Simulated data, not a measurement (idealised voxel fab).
Module name: voxel gate over fins (process module)
FYI the section here is cut, 265 nm wide, cells are 5 nm squares.
Bands, listed from the top down, are how a cross-section gets written in this document; the cross-section itself is a grid of square cells, and a band is one or more rows of them.
A band entry consists of two parts. The first gives the height of the band's top and the height of its bottom, in nm. The rest lists the band's materials from left to right, each with its width in nm. A single material labelled with the word "everywhere" fills the band from edge to edge, and the word "blank" marks empty space.
Heads up on the height convention: 0 is the point under which the incoming wafer is all one material, and the lowest band has no bottom, it just keeps going down, like "0 and below".
The expression "30..40" gives the width at the extremes of the band, the first number at its top row of cells and the second at its bottom row, with the width changing by equal amounts from each row to the next in between.
When a step is marked "left unchanged", none of the cells in the cross-section changed during that step.
"Enclosed cavities": sealed empty spaces, 8 cells or more, no open way to top, listed width x height at distance, with distance from the left edge and width, height and distance in nm.
It should be noted that, on the line of a given step, the content following the step's settings is a remark produced by the simulator itself with respect to that step.
What "overlay nm" on a step's line means: if the step has a mask, that mask lay this far to the right of its planned place, or, when the value is negative, to the left.

## Planned step list for the process
- 1: RECEIVE with material Si
- 2: CONFORMAL_DEP with material SiN, thk nm 10
- 3: MASKED_ETCH with tone cover, mask id FINS, width nm 15, pitch nm 60, etch materials SiN, depth nm 10, overlay nm 0
- 4: MASKED_ETCH with tone cover, mask id FINS, width nm 15, pitch nm 60, etch materials Si, depth nm 40, overlay nm 0
- 5: OXIDIZE with depth nm 5
- 6: FILL_DEP with material SiO2, thk nm 5
- 7: CMP with height nm 10
- 8: MASKED_ETCH with tone open, mask id RAIL, width nm 15, etch materials SiO2, depth nm 45, overlay nm 0
- 9: CONFORMAL_DEP with material TiN, thk nm 5
- 10: FILL_DEP with material Ru, thk nm 10
- 11: CMP with height nm 10
- 12: SELECTIVE_ETCH with etch materials W Ru TiN, depth nm 30
- 13: FILL_DEP with material SiO2, thk nm 5
- 14: CMP with height nm 10
- 15: SELECTIVE_ETCH with etch materials SiO2, depth nm 20
- 16: STRIP with etch materials SiN
- 17: CONFORMAL_DEP with material HfO2, thk nm 5
- 18: CONFORMAL_DEP with material TiN, thk nm 5
- 19: CONFORMAL_DEP with material TiAl, thk nm 5
- 20: CONFORMAL_DEP with material TiN, thk nm 5
- 21: FILL_DEP with material W, thk nm 10
- 22: CMP with height nm 25
- 23: CONFORMAL_DEP with material SiCN, thk nm 10

## This is the cross-section of the wafer as we received it, i.e. after step 1
    0 and below  Si everywhere
    Enclosed cavities: none

## Post-module cross-section of the first of two wafers (run per plan)
    35 down to 25  SiCN everywhere
    25 down to 20  W everywhere
    20 down to 15  W: 20; TiN: 45; W: 15; TiN: 45; W: 15; TiN: 45; W: 15; TiN: 45; W: 20
    15 down to 10  W: 20; TiN: 5; TiAl: 35; TiN: 5; W: 15; TiN: 5; TiAl: 35; TiN: 5; W: 15; TiN: 5; TiAl: 35; TiN: 5; W: 15; TiN: 5; TiAl: 35; TiN: 5; W: 20
    10 down to 5  TiN: 25; TiAl: 5; TiN: 25; TiAl: 5; TiN: 25; TiAl: 5; TiN: 25; TiAl: 5; TiN: 25; TiAl: 5; TiN: 25; TiAl: 5; TiN: 25; TiAl: 5; TiN: 25; TiAl: 5; TiN: 25
    5 down to 0  TiAl: 30; TiN: 5; HfO2: 15; TiN: 5; TiAl: 35; TiN: 5; HfO2: 15; TiN: 5; TiAl: 35; TiN: 5; HfO2: 15; TiN: 5; TiAl: 35; TiN: 5; HfO2: 15; TiN: 5; TiAl: 30
    0 down to -5  TiN: 35; HfO2: 5; Si: 5; HfO2: 5; TiN: 45; HfO2: 5; Si: 5; HfO2: 5; TiN: 45; HfO2: 5; Si: 5; HfO2: 5; TiN: 45; HfO2: 5; Si: 5; HfO2: 5; TiN: 35
    -5 down to -10  HfO2: 40; Si: 5; HfO2: 55; Si: 5; HfO2: 55; Si: 5; HfO2: 55; Si: 5; HfO2: 40
    -10 down to -20  SiO2: 40; Si: 5; SiO2: 55; Si: 5; SiO2: 55; Si: 5; SiO2: 55; Si: 5; SiO2: 40
    -20 down to -30  SiO2: 40; Si: 5; SiO2: 20; TiN: 5; Ru: 5; TiN: 5; SiO2: 20; Si: 5; SiO2: 55; Si: 5; SiO2: 55; Si: 5; SiO2: 40
    -30 down to -35  SiO2: 40; Si: 5; SiO2: 20; TiN: 15; SiO2: 20; Si: 5; SiO2: 55; Si: 5; SiO2: 55; Si: 5; SiO2: 40
    -35 down to -45  SiO2: 40; Si: 5; SiO2: 55; Si: 5; SiO2: 55; Si: 5; SiO2: 55; Si: 5; SiO2: 40
    -45 and below  Si everywhere
    Enclosed cavities: none

## Cross-section, wafer two of two, end of module: same start and plan as wafer one, one error in execution
    35 down to 25  SiCN everywhere
    25 down to 20  W: 10; TiN: 5; TiAl: 55; TiN: 5; TiAl: 55; TiN: 5; TiAl: 55; TiN: 5; TiAl: 55; TiN: 5; W: 10
    20 down to 15  TiN: 15; TiAl: 5; TiN: 45; TiAl: 5; TiN: 5; TiAl: 5; TiN: 45; TiAl: 5; TiN: 5; TiAl: 5; TiN: 45; TiAl: 5; TiN: 5; TiAl: 5; TiN: 45; TiAl: 5; TiN: 15
    15 down to 10  TiAl: 20; TiN: 5; HfO2: 35; TiN: 5; TiAl: 15; TiN: 5; HfO2: 35; TiN: 5; TiAl: 15; TiN: 5; HfO2: 35; TiN: 5; TiAl: 15; TiN: 5; HfO2: 35; TiN: 5; TiAl: 20
    10 down to 5  TiN: 25; HfO2: 35; TiN: 25; HfO2: 35; TiN: 25; HfO2: 35; TiN: 25; HfO2: 35; TiN: 25
    5 down to 0  HfO2 everywhere
    0 down to -10  HfO2: 40; Si: 5; HfO2: 55; Si: 5; HfO2: 55; Si: 5; HfO2: 55; Si: 5; HfO2: 40
    -10 down to -20  SiO2: 40; Si: 5; SiO2: 55; Si: 5; SiO2: 55; Si: 5; SiO2: 55; Si: 5; SiO2: 40
    -20 down to -30  SiO2: 40; Si: 5; SiO2: 20; TiN: 5; Ru: 5; TiN: 5; SiO2: 20; Si: 5; SiO2: 55; Si: 5; SiO2: 55; Si: 5; SiO2: 40
    -30 down to -35  SiO2: 40; Si: 5; SiO2: 20; TiN: 15; SiO2: 20; Si: 5; SiO2: 55; Si: 5; SiO2: 55; Si: 5; SiO2: 40
    -35 down to -45  SiO2: 40; Si: 5; SiO2: 55; Si: 5; SiO2: 55; Si: 5; SiO2: 55; Si: 5; SiO2: 40
    -45 and below  Si everywhere
    Enclosed cavities: none
Short version of what went wrong: step 17 ran as: CONFORMAL_DEP with material HfO2, thk nm 15
Once processing is complete, comparing cell counts shows that the second wafer has more or fewer of certain materials than the first: HfO2 +138; TiN -55; W -83
